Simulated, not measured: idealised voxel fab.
A process module follows: voxel spacer lines.
Each square cell in cross-section cut measures 5 nm, and the section as a whole is 245 nm wide.
When this document writes out a cross-section, it uses a grid of square cells and lists it as bands, beginning at the top and moving down, with a band standing for one or more rows of cells.
A band entry consists of two parts. The first gives the height of the band's top and the height of its bottom, in nm. The rest lists the band's materials from left to right, each with its width in nm. A single material labelled with the word "all across" fills the band from edge to edge, and the word "air" marks empty space.
The reference from which all heights are counted is 0, the level beneath which the as-received wafer is entirely one material; the lowest band, having no lower bound, proceeds downward and is written after the example "0..down".
A two-number width, for instance "30->40", indicates that the width is equal to the first number in the top row of the band and to the second number in the bottom row, and that it changes by a constant amount per row of cells.
Step marked "remained unchanged"? Then no cell in the cross-section changed in it.
Heads up: "Sealed void listing" only lists the empty pockets with no open path to the top that are 8 cells or more, and it writes them as width x height at distance, distance from the left edge, in nm.
Heads up: the bit after the settings on a step's line is the simulator's remark on that step.
overlay nm, on a step with a mask: how far to the right of its planned place the mask lay; to the left if negative

**So here's the lineup of process steps we planned**
1,RECEIVE with material Si
2,CONFORMAL_DEP with material Al2O3, thk nm 5
3,DIRECTIONAL_DEP with material W, thk nm 20
4,DIRECTIONAL_DEP with material aC, thk nm 25
5,PATTERN with tone cover, mask id MANDREL, material resist, width nm 15, pitch nm 70, thk nm 30, overlay nm 0
6,DIRECTIONAL_ETCH with etch materials aC, depth nm 25
7,STRIP with etch materials resist
8,CONFORMAL_DEP with material SiO2, thk nm 10
9,DIRECTIONAL_ETCH with etch materials SiO2, depth nm 10
10,STRIP with etch materials aC
11,DIRECTIONAL_ETCH with etch materials W, depth nm 20
12,STRIP with etch materials SiO2
Heads up: all these wafers start the same, and what changes between them is the width nm in step 5. The value you see in the plan is just what the first wafer got.

**Cross-section of the first of several received wafers, showing its state after step 1**
	0..down: Si all across
	Sealed void listing: none

**Table: wafers, a row each; end-of-module cell change per material since receipt, gain (+), loss (-); then closed voids**
width nm 15 | +49 Al2O3 | +32 W | Sealed void listing: none
width nm 20 | +49 Al2O3 | +32 W | Sealed void listing: none
width nm 25 | +49 Al2O3 | +32 W | Sealed void listing: none
width nm 30 | +49 Al2O3 | +32 W | Sealed void listing: none
width nm 35 | +49 Al2O3 | +32 W | Sealed void listing: none
width nm 40 | +49 Al2O3 | +32 W | Sealed void listing: none
